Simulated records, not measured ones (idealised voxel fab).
process module | voxel gate over fins
cross-section cut | 265 nm wide | cells 5 nm
A cross-section is a grid of square cells, given in bands from the top down. A band is one or more rows of cells.
Each band's line starts with the height of the band's top and of its bottom, in nm. Then come its materials from left to right, each with its width in nm. One material with "throughout" fills the band from edge to edge. "air" is empty space.
Height 0 is the level under which the wafer as received is all one material. The lowest band goes on downwards, as in "0 down".
A width such as "30 to 40" changes by the same amount from each row of cells to the next, from the band's top row to its bottom row.
"no change" after a step means that no cell of the cross-section changed.
closed voids: empty space of 8 cells or more with no open way to the top, each as width x height at its distance from the left edge, in nm
after a step's settings: what the simulator itself notes on the step
overlay nm, on a step with a mask: how far to the right of its planned place the mask lay; to the left if negative
plan
1 op RECEIVE | material Si
2 op CONFORMAL_DEP | material SiN | thk nm 5
3 op MASKED_ETCH | tone cover | mask id FINS | width nm 15 | pitch nm 60 | etch materials SiN | depth nm 5 | overlay nm 0
4 op MASKED_ETCH | tone cover | mask id FINS | width nm 15 | pitch nm 60 | etch materials Si | depth nm 30 | overlay nm 0
5 op OXIDIZE | depth nm 5
6 op FILL_DEP | material SiO2 | thk nm 5
7 op CMP | height nm 5
8 op PATTERN | tone open | mask id RAIL | material resist | width nm 15 | thk nm 15 | overlay nm 0
9 op DIRECTIONAL_ETCH | etch materials SiO2 | depth nm 30
10 op STRIP | etch materials resist
11 op CONFORMAL_DEP | material TiN | thk nm 5
12 op FILL_DEP | material W | thk nm 5
13 op CMP | height nm 5
14 op SELECTIVE_ETCH | etch materials W Ru TiN | depth nm 25
15 op FILL_DEP | material SiO2 | thk nm 5
16 op CMP | height nm 5
17 op SELECTIVE_ETCH | etch materials SiO2 | depth nm 15
18 op STRIP | etch materials SiN
19 op CONFORMAL_DEP | material HfO2 | thk nm 5
20 op CONFORMAL_DEP | material TiN | thk nm 5
21 op CONFORMAL_DEP | material TiAl | thk nm 5
22 op CONFORMAL_DEP | material TiN | thk nm 5
23 op FILL_DEP | material W | thk nm 10
24 op CMP | height nm 25
25 op CONFORMAL_DEP | material SiN | thk nm 5
as received, after step 1
  0 down: Si throughout
  closed voids: none
a wafer at the end: this start, this plan, one mistake
  30 to 25: SiN throughout
  25 to 20: W throughout
  20 to 15: W 80 | TiN 45 | W 15 | TiN 45 | W 80
  15 to 10: W 80 | TiN 5 | TiAl 35 | TiN 5 | W 15 | TiN 5 | TiAl 35 | TiN 5 | W 80
  10 to 5: TiN 85 | TiAl 5 | TiN 25 | TiAl 5 | TiN 25 | TiAl 5 | TiN 25 | TiAl 5 | TiN 85
  5 to 0: TiAl 90 | TiN 5 | HfO2 15 | TiN 5 | TiAl 35 | TiN 5 | HfO2 15 | TiN 5 | TiAl 90
  0 to -5: TiN 95 | HfO2 5 | Si 5 | HfO2 5 | TiN 45 | HfO2 5 | Si 5 | HfO2 5 | TiN 95
  -5 to -10: HfO2 100 | Si 5 | HfO2 55 | Si 5 | HfO2 100
  -10 to -20: SiO2 100 | Si 5 | SiO2 55 | Si 5 | SiO2 100
  -20 to -25: SiO2 100 | Si 5 | SiO2 20 | TiN 15 | SiO2 20 | Si 5 | SiO2 100
  -25 to -65: SiO2 100 | Si 5 | SiO2 55 | Si 5 | SiO2 100
  -65 down: Si throughout
  closed voids: none
what went wrong: step 4 was run twice
